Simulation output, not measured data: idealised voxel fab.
Herein follows the process module entitled voxel tone inversion.
Section cut is 200 nm wide and gridded with 5 nm square cells.
How to read a cross-section here: the picture is a grid of square cells, written as bands going from the top down, and any band can span one or more rows of cells. Per band: top height and bottom height in nm, followed by the left-to-right materials and their widths in nm; "edge to edge" marks a single material spanning edge to edge, "empty" marks empty space. Heights are measured from 0, the level below which the as-received wafer is all one material; the lowest band has no bottom and continues downward, written as in "z 0 and below". Think of "30->40" as a width that walks from the first number to the second as you go down the band, top row to bottom row, taking equal-sized steps from row to row. Where the words "identical to before" appear for a step, the cross-section shows no cell changed by that step; every cell remained as before. "Sealed void listing" enumerates empty spaces isolated from the top, with no open way to it, that contain at least 8 cells, giving each as width x height at distance from the left edge, all three in nm. On a step's line, text after the settings is the simulator commenting on that step. "overlay nm" answers the question of how far to the right of plan the mask lay on a step that has a mask, and when it is negative the answer is to the left.
**Intended process steps**
step 1: RECEIVE, material Si
step 2: CONFORMAL_DEP, material SiCN, thk nm 5
step 3: DIRECTIONAL_DEP, material aC, thk nm 25
step 4: PATTERN, tone cover, mask id POSTS, material resist, width nm 20, pitch nm 35, thk nm 35, overlay nm 0
step 5: DIRECTIONAL_ETCH, etch materials aC, depth nm 25
step 6: STRIP, etch materials resist
step 7: FILL_DEP, material SiO2, thk nm 10
step 8: CMP, height nm 30
step 9: STRIP, etch materials aC
step 10: CONFORMAL_DEP, material TiN, thk nm 5
step 11: FILL_DEP, material Cu, thk nm 10
step 12: CMP, height nm 30
step 13: CONFORMAL_DEP, material SiCN, thk nm 5
**Here's what the wafer looked like in cross-section when it arrived - that's after step 1**
z 0 and below: Si edge to edge
Sealed void listing: none
**Final wafer profile in cross-section after the module, from the same start and plan as above, with one mistake made during processing**
z 35 to 30: SiCN edge to edge
z 30 to 10: SiO2 70 nm, then TiN 5 nm, then SiO2 10 nm, then TiN 5 nm, then SiO2 15 nm, then TiN 5 nm, then SiO2 10 nm, then TiN 5 nm, then SiO2 75 nm
z 10 to 5: SiO2 70 nm, then TiN 20 nm, then SiO2 15 nm, then TiN 20 nm, then SiO2 75 nm
z 5 to 0: SiCN edge to edge
z 0 and below: Si edge to edge
Sealed void listing: none
Error vs. plan: rather than as planned, step 11 actually ran as FILL_DEP, material SiO2, thk nm 10
